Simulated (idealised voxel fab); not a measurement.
Module name: voxel plated lines (process module)
265 nm wide, 5 nm square cells: that's cross-section cut.
The cross-sections in this document take the form of a grid made of square cells. They are written out as bands, in order from top to bottom. Each band consists of one or more rows of cells.
Heads up on the band format: heights come first, top then bottom, in nm. After that it's the materials left to right, each with its width in nm. A single material flagged "everywhere" fills the whole band edge to edge, and "air" means there's empty space there.
Note: height 0 marks the level under which the wafer is uniformly one material as received. Lowest band unbounded below, written "top 0, no bottom".
Width: "30 to 40" (first number = top row, second number = bottom row, same change from row to row of cells).
"remained the same" -> step changed no cross-section cell.
The entry "Enclosed void inventory" lists the empty spaces that cover at least 8 cells and have no open path to the top. Each is written as width x height at distance, where the distance is measured from the left edge and all three values are in nm.
Formally, on a step line, whatever follows the settings is a remark that the simulator itself makes on the step.
overlay nm: right-of-plan distance of the mask on a masked step; negative values mean left-of-plan.

-- Process steps (planned)
| 1 | op RECEIVE | material Si |
| 2 | op CONFORMAL_DEP | material SiO2 | thk nm 5 |
| 3 | op DIRECTIONAL_DEP | material TiN | thk nm 5 |
| 4 | op PATTERN | tone open | mask id LINES | material resist | width nm 25 | pitch nm 55 | thk nm 20 | overlay nm 0 |
| 5 | op EPI | material Ru | thk nm 10 |
| 6 | op STRIP | etch materials resist |
| 7 | op DIRECTIONAL_ETCH | etch materials TiN | depth nm 5 |
| 8 | op CONFORMAL_DEP | material SiCN | thk nm 5 |

-- Wafer cross-section on receipt, i.e. after step 1
> top 0, no bottom = Si everywhere
> Enclosed void inventory: none

-- Cross-sectional view of the first of the two wafers upon completion of the module, processed in accordance with the plan
> top 25, bottom 20 = air (60) / SiCN (35) / air (20) / SiCN (35) / air (20) / SiCN (35) / air (60)
> top 20, bottom 10 = air (60) / SiCN (5) / Ru (25) / SiCN (5) / air (20) / SiCN (5) / Ru (25) / SiCN (5) / air (20) / SiCN (5) / Ru (25) / SiCN (5) / air (60)
> top 10, bottom 5 = SiCN (65) / TiN (25) / SiCN (30) / TiN (25) / SiCN (30) / TiN (25) / SiCN (65)
> top 5, bottom 0 = SiO2 everywhere
> top 0, no bottom = Si everywhere
> Enclosed void inventory: none

-- End of module, second wafer, cross-section. Started like the first, planned like the first, run with one mistake
> top 15, bottom 10 = SiCN everywhere
> top 10, bottom 5 = SiO2 everywhere
> top 5, bottom 0 = TiN everywhere
> top 0, no bottom = Si everywhere
> Enclosed void inventory: none
Here's what went sideways: ran 2 and 3 in swapped order versus the plan
The closing comparison, in cells, has the second wafer with more or fewer of some materials than the first: Ru -30; SiCN -18; TiN +38
